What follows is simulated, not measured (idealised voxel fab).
process module | voxel air gaps
cross-section cut | 295 nm wide | cells 5 nm
A cross-section is a grid of square cells, given in bands from the top down. A band is one or more rows of cells.
Each band's line starts with the height of the band's top and of its bottom, in nm. Then come its materials from left to right, each with its width in nm. One material with "throughout" fills the band from edge to edge. "air" is empty space.
Height 0 is the level under which the wafer as received is all one material. The lowest band goes on downwards, as in "0 down".
A width such as "30 to 40" changes by the same amount from each row of cells to the next, from the band's top row to its bottom row.
"no change" after a step means that no cell of the cross-section changed.
closed voids: empty space of 8 cells or more with no open way to the top, each as width x height at its distance from the left edge, in nm
after a step's settings: what the simulator itself notes on the step
overlay nm, on a step with a mask: how far to the right of its planned place the mask lay; to the left if negative
plan
1 op RECEIVE | material Si
2 op CONFORMAL_DEP | material SiO2 | thk nm 15
3 op CONFORMAL_DEP | material SiCN | thk nm 5
4 op DIRECTIONAL_DEP | material SiO2 | thk nm 40
5 op DIRECTIONAL_DEP | material aC | thk nm 10
6 op PATTERN | tone open | mask id LINES | material resist | width nm 15 | pitch nm 45 | thk nm 30 | overlay nm 0
7 op DIRECTIONAL_ETCH | etch materials aC | depth nm 10
8 op STRIP | etch materials resist
9 op DIRECTIONAL_ETCH | etch materials SiO2 | depth nm 40
10 op STRIP | etch materials aC
11 op CONFORMAL_DEP | material TiN | thk nm 5
12 op FILL_DEP | material W | thk nm 5
13 op CMP | height nm 60
14 op EPI | material Ru | thk nm 10
15 op SELECTIVE_ETCH | etch materials SiO2 | depth nm 50
16 op CONFORMAL_DEP | material SiCN | thk nm 5
varied across the wafers: width nm of step 6. The plan shows the first wafer's value. All wafers start alike
first wafer as received, after step 1
  0 down: Si throughout
  closed voids: none
first wafer at the end, after step 16
  75 to 70: air 80 | SiCN 135 | air 80
  70 to 60: air 80 | SiCN 5 | Ru 35 | SiCN 10 | Ru 35 | SiCN 10 | Ru 35 | SiCN 5 | air 80
  60 to 55: air 80 | SiCN 15 | TiN 5 | W 5 | TiN 5 | SiCN 30 | TiN 5 | W 5 | TiN 5 | SiCN 30 | TiN 5 | W 5 | TiN 5 | SiCN 15 | air 80
  55 to 25: air 90 | SiCN 5 | TiN 5 | W 5 | TiN 5 | SiCN 5 | air 20 | SiCN 5 | TiN 5 | W 5 | TiN 5 | SiCN 5 | air 20 | SiCN 5 | TiN 5 | W 5 | TiN 5 | SiCN 5 | air 90
  25 to 20: SiCN 95 | TiN 15 | SiCN 30 | TiN 15 | SiCN 30 | TiN 15 | SiCN 95
  20 to 15: SiCN throughout
  15 to 0: SiO2 throughout
  0 down: Si throughout
  closed voids: 20 x 30 at 115; 20 x 30 at 160
last wafer at the end
  75 to 70: air 75 | SiCN 150 | air 70
  70 to 60: air 75 | SiCN 5 | Ru 140 | SiCN 5 | air 70
  60 to 55: air 75 | SiCN 15 | TiN 5 | W 20 | TiN 5 | SiO2 15 | TiN 5 | W 20 | TiN 5 | SiO2 15 | TiN 5 | W 20 | TiN 5 | SiCN 15 | air 70
  55 to 25: air 85 | SiCN 5 | TiN 5 | W 20 | TiN 5 | SiO2 15 | TiN 5 | W 20 | TiN 5 | SiO2 15 | TiN 5 | W 20 | TiN 5 | SiCN 5 | air 80
  25 to 20: SiCN 90 | TiN 30 | SiO2 15 | TiN 30 | SiO2 15 | TiN 30 | SiCN 85
  20 to 15: SiCN throughout
  15 to 0: SiO2 throughout
  0 down: Si throughout
  closed voids: none
each wafer at the end: cells of each material gained (+) or lost (-) since it was received, then its closed voids
width nm 15 | +42 Ru | +202 SiCN | +177 SiO2 | +51 TiN | +21 W | closed voids: 20 x 30 at 115; 20 x 30 at 160
width nm 20 | +48 Ru | +194 SiCN | +177 SiO2 | +54 TiN | +42 W | closed voids: 15 x 30 at 120; 15 x 30 at 165
width nm 25 | +54 Ru | +146 SiCN | +241 SiO2 | +57 TiN | +63 W | closed voids: none
width nm 30 | +56 Ru | +146 SiCN | +225 SiO2 | +60 TiN | +84 W | closed voids: none
